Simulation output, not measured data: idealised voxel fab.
process module | voxel gate over fins
cross-section cut | 245 nm wide | cells 5 nm
A cross-section is a grid of square cells, given in bands from the top down. A band is one or more rows of cells.
Each band's line starts with the height of the band's top and of its bottom, in nm. Then come its materials from left to right, each with its width in nm. One material with "throughout" fills the band from edge to edge. "air" is empty space.
Height 0 is the level under which the wafer as received is all one material. The lowest band goes on downwards, as in "0 down".
A width such as "30 to 40" changes by the same amount from each row of cells to the next, from the band's top row to its bottom row.
"no change" after a step means that no cell of the cross-section changed.
closed voids: empty space of 8 cells or more with no open way to the top, each as width x height at its distance from the left edge, in nm
after a step's settings: what the simulator itself notes on the step
overlay nm, on a step with a mask: how far to the right of its planned place the mask lay; to the left if negative
plan
1 op RECEIVE | material Si
2 op CONFORMAL_DEP | material SiN | thk nm 10
3 op DIRECTIONAL_DEP | material aC | thk nm 10
4 op PATTERN | tone cover | mask id FINS | material resist | width nm 15 | pitch nm 55 | thk nm 30 | overlay nm 0
5 op DIRECTIONAL_ETCH | etch materials aC | depth nm 10
6 op STRIP | etch materials resist
7 op DIRECTIONAL_ETCH | etch materials SiN | depth nm 10
8 op DIRECTIONAL_ETCH | etch materials Si | depth nm 40
9 op STRIP | etch materials aC
10 op OXIDIZE | depth nm 5
11 op FILL_DEP | material SiO2 | thk nm 10
12 op CMP | height nm 10
13 op PATTERN | tone open | mask id RAIL | material resist | width nm 15 | thk nm 15 | overlay nm 0
14 op DIRECTIONAL_ETCH | etch materials SiO2 | depth nm 45
15 op STRIP | etch materials resist
16 op CONFORMAL_DEP | material TiN | thk nm 5
17 op FILL_DEP | material Ru | thk nm 10
18 op CMP | height nm 10
19 op SELECTIVE_ETCH | etch materials W Ru TiN | depth nm 30
20 op FILL_DEP | material SiO2 | thk nm 5
21 op CMP | height nm 10
22 op SELECTIVE_ETCH | etch materials SiO2 | depth nm 20
23 op STRIP | etch materials SiN
24 op CONFORMAL_DEP | material HfO2 | thk nm 5
25 op CONFORMAL_DEP | material TiN | thk nm 5
26 op FILL_DEP | material W | thk nm 15
27 op CMP | height nm 20
28 op CONFORMAL_DEP | material SiN | thk nm 5
as received, after step 1
  0 down: Si throughout
  closed voids: none
a wafer at the end: this start, this plan, one mistake
  25 to 20: SiN throughout
  20 to 10: W throughout
  10 to 5: W 80 | TiN 25 | W 30 | TiN 25 | W 85
  5 to 0: W 80 | TiN 5 | HfO2 15 | TiN 5 | W 30 | TiN 5 | HfO2 15 | TiN 5 | W 85
  0 to -5: TiN 85 | HfO2 5 | Si 5 | HfO2 5 | TiN 40 | HfO2 5 | Si 5 | HfO2 5 | TiN 90
  -5 to -10: HfO2 90 | Si 5 | HfO2 50 | Si 5 | HfO2 95
  -10 to -20: SiO2 90 | Si 5 | SiO2 50 | Si 5 | SiO2 95
  -20 to -30: SiO2 90 | Si 5 | SiO2 15 | TiN 5 | SiO2 5 | TiN 5 | SiO2 20 | Si 5 | SiO2 95
  -30 to -35: SiO2 90 | Si 5 | SiO2 15 | TiN 15 | SiO2 20 | Si 5 | SiO2 95
  -35 to -45: SiO2 90 | Si 5 | SiO2 50 | Si 5 | SiO2 95
  -45 down: Si throughout
  closed voids: none
what went wrong: step 17 ran as: op FILL_DEP | material SiO2 | thk nm 10
